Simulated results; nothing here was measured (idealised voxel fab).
The following process module bears the name voxel tone inversion.
Cross-section cut spans 140 nm and uses square cells 5 nm in size.
A cross-section is written here as square cells arranged in a grid, and it is given in bands from the top down, each band taking up one or more rows of cells.
Top, bottom (nm), then materials left to right with widths (nm); lone material tagged "throughout" fills the whole band edge to edge; "air" = empty space.
The level at which height equals 0 is the one under which the wafer, as it arrives, is entirely one material. No lower edge exists for the bottom band, which continues downward and is notated as in "0 down".
A two-number width, for instance "30 to 40", indicates that the width is equal to the first number in the top row of the band and to the second number in the bottom row, and that it changes by a constant amount per row of cells.
A step reported as "no modification" is a step in which no cell of the cross-section changed.
This entry, "Voids lacking openings", enumerates those empty regions of no fewer than 8 cells that possess no open connection to the top. Each region is reported in the form width x height at distance, the distance being taken from the left edge, with all three quantities expressed in nm.
Heads up: the bit after the settings on a step's line is the simulator's remark on that step.
"overlay nm", when on a step's line for a step with a mask, measures how far to the right of its planned place the mask lay; a negative measure means to the left.

[This section lists the process steps that were planned]
- 1: RECEIVE with material Si
- 2: CONFORMAL_DEP with material SiCN, thk nm 10
- 3: DIRECTIONAL_DEP with material aC, thk nm 15
- 4: PATTERN with tone cover, mask id POSTS, material resist, width nm 15, pitch nm 30, thk nm 25, overlay nm 0
- 5: DIRECTIONAL_ETCH with etch materials aC, depth nm 15
- 6: STRIP with etch materials resist
- 7: FILL_DEP with material lowk, thk nm 10
- 8: CMP with height nm 25
- 9: STRIP with etch materials aC

[Wafer at receipt (post step 1), cross-section]
* 0 down = Si throughout
* Voids lacking openings: none

[Cross-sectional result after module completion. Note: starting condition and plan are unchanged from above; one processing mistake was made]
* 25 to 10 = lowk: 35 | air: 15 | lowk: 15 | air: 15 | lowk: 60
* 10 to 0 = SiCN throughout
* 0 down = Si throughout
* Voids lacking openings: none
What went wrong in running the wafer? step 4 went in with a setting other than planned; the actual run was PATTERN with tone cover, mask id POSTS, material resist, width nm 15, pitch nm 30, thk nm 25, overlay nm -10
